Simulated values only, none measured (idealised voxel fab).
process module | voxel ribs on slabs
cross-section cut | 285 nm wide | cells 5 nm
A cross-section is a grid of square cells, given in bands from the top down. A band is one or more rows of cells.
Each band's line starts with the height of the band's top and of its bottom, in nm. Then come its materials from left to right, each with its width in nm. One material with "throughout" fills the band from edge to edge. "air" is empty space.
Height 0 is the level under which the wafer as received is all one material. The lowest band goes on downwards, as in "0 down".
A width such as "30 to 40" changes by the same amount from each row of cells to the next, from the band's top row to its bottom row.
"no change" after a step means that no cell of the cross-section changed.
closed voids: empty space of 8 cells or more with no open way to the top, each as width x height at its distance from the left edge, in nm
after a step's settings: what the simulator itself notes on the step
overlay nm, on a step with a mask: how far to the right of its planned place the mask lay; to the left if negative
plan
1 op RECEIVE | material Si
2 op DIRECTIONAL_DEP | material SiO2 | thk nm 25
3 op DIRECTIONAL_DEP | material SiN | thk nm 15
4 op PATTERN | tone cover | mask id RIB | material resist | width nm 30 | thk nm 15 | overlay nm 0
5 op DIRECTIONAL_ETCH | etch materials SiN | depth nm 10
6 op STRIP | etch materials resist
7 op MASKED_ETCH | tone cover | mask id SLAB | width nm 70 | etch materials SiN | depth nm 5 | overlay nm 0
8 op FILL_DEP | material SiO2 | thk nm 25
9 op CMP | height nm 60
10 op DIRECTIONAL_DEP | material TiN | thk nm 10
11 op DIRECTIONAL_DEP | material aC | thk nm 10
12 op PATTERN | tone cover | mask id HEATER | material resist | width nm 40 | thk nm 30 | overlay nm 0
13 op DIRECTIONAL_ETCH | etch materials aC | depth nm 10
14 op STRIP | etch materials resist
15 op DIRECTIONAL_ETCH | etch materials TiN | depth nm 10
16 op STRIP | etch materials aC
17 op CONFORMAL_DEP | material SiN | thk nm 5
as received, after step 1
  0 down: Si throughout
  closed voids: none
a wafer at the end: this start, this plan, one mistake
  75 to 70: air 115 | SiN 50 | air 120
  70 to 65: air 115 | SiN 5 | TiN 40 | SiN 5 | air 120
  65 to 60: SiN 120 | TiN 40 | SiN 125
  60 to 55: SiO2 throughout
  55 to 45: SiO2 125 | SiN 30 | SiO2 130
  45 to 40: SiO2 105 | SiN 70 | SiO2 110
  40 to 25: SiN throughout
  25 to 0: SiO2 throughout
  0 down: Si throughout
  closed voids: none
what went wrong: step 3 was run twice
